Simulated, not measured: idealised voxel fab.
Process module under the name voxel released beams
For reference, the cross-section in this document is cut, with width 240 nm and square cells of 5 nm.
A cross-section is written here as square cells arranged in a grid, and it is given in bands from the top down, each band taking up one or more rows of cells. First you get the band's top height and its bottom height, in nm, and then the materials it's made of, left to right, with each width in nm. If you see a single material with "edge to edge", that one covers the band edge to edge. "empty" is empty space. Heights are expressed relative to 0, this being the level below which the as-received wafer comprises one material exclusively. The lowest band is unbounded in the downward direction and is denoted as in "z 0 and below". So if you see something like "30 to 40" for the width, read it as the top row of the band sitting at the first number and the bottom row at the second, with every row in between moving by the same amount as the last. Step note "nothing was modified" = no cross-section cell changed. Voids not open to the top, 8 cells minimum: see "Closed voids list". Written width x height at distance; distance is from the left edge; nm. Whatever follows a step's settings on its line is a remark the simulator itself makes about that step. Each step line may optionally specify "overlay nm", which for a step with a mask gives the rightward distance between the mask's planned place and where it lay, a negative value indicating the leftward direction.

So here's the lineup of process steps we planned
1 RECEIVE, material Si
2 CONFORMAL_DEP, material Al2O3, thk nm 10
3 DIRECTIONAL_DEP, material SiO2, thk nm 10
4 DIRECTIONAL_DEP, material aC, thk nm 15
5 PATTERN, tone open, mask id ANCHOR, material resist, width nm 45, thk nm 35, overlay nm 0
6 DIRECTIONAL_ETCH, etch materials aC, depth nm 15
7 STRIP, etch materials resist
8 DIRECTIONAL_ETCH, etch materials SiO2, depth nm 10
9 STRIP, etch materials aC
10 CONFORMAL_DEP, material W, thk nm 15
11 DIRECTIONAL_DEP, material aC, thk nm 15
12 PATTERN, tone cover, mask id BEAM, material resist, width nm 110, thk nm 30, overlay nm 0
13 DIRECTIONAL_ETCH, etch materials aC, depth nm 15
14 STRIP, etch materials resist
15 DIRECTIONAL_ETCH, etch materials W, depth nm 15
16 STRIP, etch materials aC
17 STRIP, etch materials SiO2

Step 1 complete: cross-section of the wafer as received
* z 0 and below | Si edge to edge
* Closed voids list: none

The first of two wafers, cross-sectioned at the end of the module, with the run proceeding as planned
* z 35 to 25 | empty (60), W (20), empty (15), W (75), empty (70)
* z 25 to 20 | empty (60), W (110), empty (70)
* z 20 to 10 | empty (65), W (45), empty (130)
* z 10 to 0 | Al2O3 edge to edge
* z 0 and below | Si edge to edge
* Closed voids list: none

Cross-section, second wafer: same start as the first, same plan as the first, one mistake in running it; taken at the end of the module
* z 35 to 25 | empty (60), W (30), empty (15), W (65), empty (70)
* z 25 to 20 | empty (60), W (110), empty (70)
* z 20 to 10 | empty (75), W (45), empty (120)
* z 10 to 0 | Al2O3 edge to edge
* z 0 and below | Si edge to edge
* Closed voids list: none
Nonconformance to the process plan: step 5 off recipe, ran as PATTERN, tone open, mask id ANCHOR, material resist, width nm 45, thk nm 35, overlay nm 10
Final state: per-material cell counts identical on both wafers; locations differ.
